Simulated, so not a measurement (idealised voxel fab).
The name of this process module is voxel tone inversion.
The figure presents cross-section cut, which has a width of 215 nm and is divided into square cells with an edge length of 5 nm.
Cross-section, as written here: a square-cell grid given band by band from the top down, where a band holds one or more rows of cells. Within each band entry, the heights of the top and of the bottom of the band appear first, in that order and in nm; the materials of the band then follow from left to right, each with its corresponding width in nm. The designation "everywhere" on a single material indicates that it fills the band from edge to edge; the designation "air" indicates empty space. Convention: height 0 is the level below which the wafer, as received, is all one material. The lowest band does not terminate at the bottom but continues downward, represented as "0..down". So if you see something like "30 to 40" for the width, read it as the top row of the band sitting at the first number and the bottom row at the second, with every row in between moving by the same amount as the last. "all unchanged" means the step left every cell of the cross-section as it was. Each empty space that has no open way to the top and spans at least 8 cells appears under "Catalogued sealed voids" as width x height at distance, the distance counted from the left edge, all in nm. Read whatever lies past the settings on a step's line as the simulator's own remark about the step. A step line may carry the setting "overlay nm", which, for steps involving a mask, states the distance by which the mask lay to the right of its intended position; negative values denote displacement to the left.
### Process steps foreseen in the plan
1 RECEIVE,material Si
2 CONFORMAL_DEP,material SiN,thk nm 5
3 DIRECTIONAL_DEP,material polySi,thk nm 15
4 PATTERN,tone cover,mask id POSTS,material resist,width nm 20,pitch nm 40,thk nm 20,overlay nm 0
5 DIRECTIONAL_ETCH,etch materials polySi,depth nm 15
6 STRIP,etch materials resist
7 FILL_DEP,material SiO2,thk nm 5
8 CMP,height nm 20
9 STRIP,etch materials polySi
### first wafer, as planned
### As-received wafer cross-section (after step 1)
  0..down: Si everywhere
  Catalogued sealed voids: none
### Cross-section through the wafer, step 2 finished
  5..0: SiN everywhere
  Everything below 0 is unchanged.
### Cross-section through the wafer, step 3 finished
  20..5: polySi everywhere
  Everything below 5 is unchanged.
### Cross-section through the wafer, step 4 finished
  40..20: air 35 nm  resist 20 nm  air 20 nm  resist 20 nm  air 20 nm  resist 20 nm  air 20 nm  resist 20 nm  air 40 nm
  Everything below 20 is unchanged.
### Cross-section through the wafer, step 5 finished
  40..20: air 35 nm  resist 20 nm  air 20 nm  resist 20 nm  air 20 nm  resist 20 nm  air 20 nm  resist 20 nm  air 40 nm
  20..5: air 35 nm  polySi 20 nm  air 20 nm  polySi 20 nm  air 20 nm  polySi 20 nm  air 20 nm  polySi 20 nm  air 40 nm
  Everything below 5 is unchanged.
### Cross-section through the wafer, step 6 finished
  20..5: air 35 nm  polySi 20 nm  air 20 nm  polySi 20 nm  air 20 nm  polySi 20 nm  air 20 nm  polySi 20 nm  air 40 nm
  Everything below 5 is unchanged.
### Cross-section through the wafer, step 7 finished
  25..20: SiO2 everywhere
  20..5: SiO2 35 nm  polySi 20 nm  SiO2 20 nm  polySi 20 nm  SiO2 20 nm  polySi 20 nm  SiO2 20 nm  polySi 20 nm  SiO2 40 nm
  Everything below 5 is unchanged.
### Cross-section through the wafer, step 8 finished
  20..5: SiO2 35 nm  polySi 20 nm  SiO2 20 nm  polySi 20 nm  SiO2 20 nm  polySi 20 nm  SiO2 20 nm  polySi 20 nm  SiO2 40 nm
  Everything below 5 is unchanged.
### Cross-section through the wafer, step 9 finished
  20..5: SiO2 35 nm  air 20 nm  SiO2 20 nm  air 20 nm  SiO2 20 nm  air 20 nm  SiO2 20 nm  air 20 nm  SiO2 40 nm
  Everything below 5 is unchanged.
### Wafer two of two - same starting point, same process plan, one mistake in execution; matches wafer one up to and including step 4
### Cross-section: second wafer, time at which step 5 was scheduled to end
  40..20: air 35 nm  resist 20 nm  air 20 nm  resist 20 nm  air 20 nm  resist 20 nm  air 20 nm  resist 20 nm  air 40 nm
  20..5: air 35 nm  polySi 20 nm  air 20 nm  polySi 20 nm  air 20 nm  polySi 20 nm  air 20 nm  polySi 20 nm  air 40 nm
  Everything below 5 is unchanged.
### Cross-section: second wafer, time at which step 6 was scheduled to end
  20..5: air 35 nm  polySi 20 nm  air 20 nm  polySi 20 nm  air 20 nm  polySi 20 nm  air 20 nm  polySi 20 nm  air 40 nm
  Everything below 5 is unchanged.
### Cross-section: second wafer, time at which step 7 was scheduled to end
  25..20: SiO2 everywhere
  20..5: SiO2 35 nm  polySi 20 nm  SiO2 20 nm  polySi 20 nm  SiO2 20 nm  polySi 20 nm  SiO2 20 nm  polySi 20 nm  SiO2 40 nm
  Everything below 5 is unchanged.
### Cross-section: second wafer, time at which step 8 was scheduled to end
  20..5: SiO2 35 nm  polySi 20 nm  SiO2 20 nm  polySi 20 nm  SiO2 20 nm  polySi 20 nm  SiO2 20 nm  polySi 20 nm  SiO2 40 nm
  Everything below 5 is unchanged.
### Cross-section: second wafer, time at which step 9 was scheduled to end
  20..5: SiO2 35 nm  air 20 nm  SiO2 20 nm  air 20 nm  SiO2 20 nm  air 20 nm  SiO2 20 nm  air 20 nm  SiO2 40 nm
  Everything below 5 is unchanged.
The plan and the run diverged here: twice, step 5 of the plan was run
Honestly, by the end the two wafers have the same cross-section, so the mistake just doesn't show up in what this model computes.
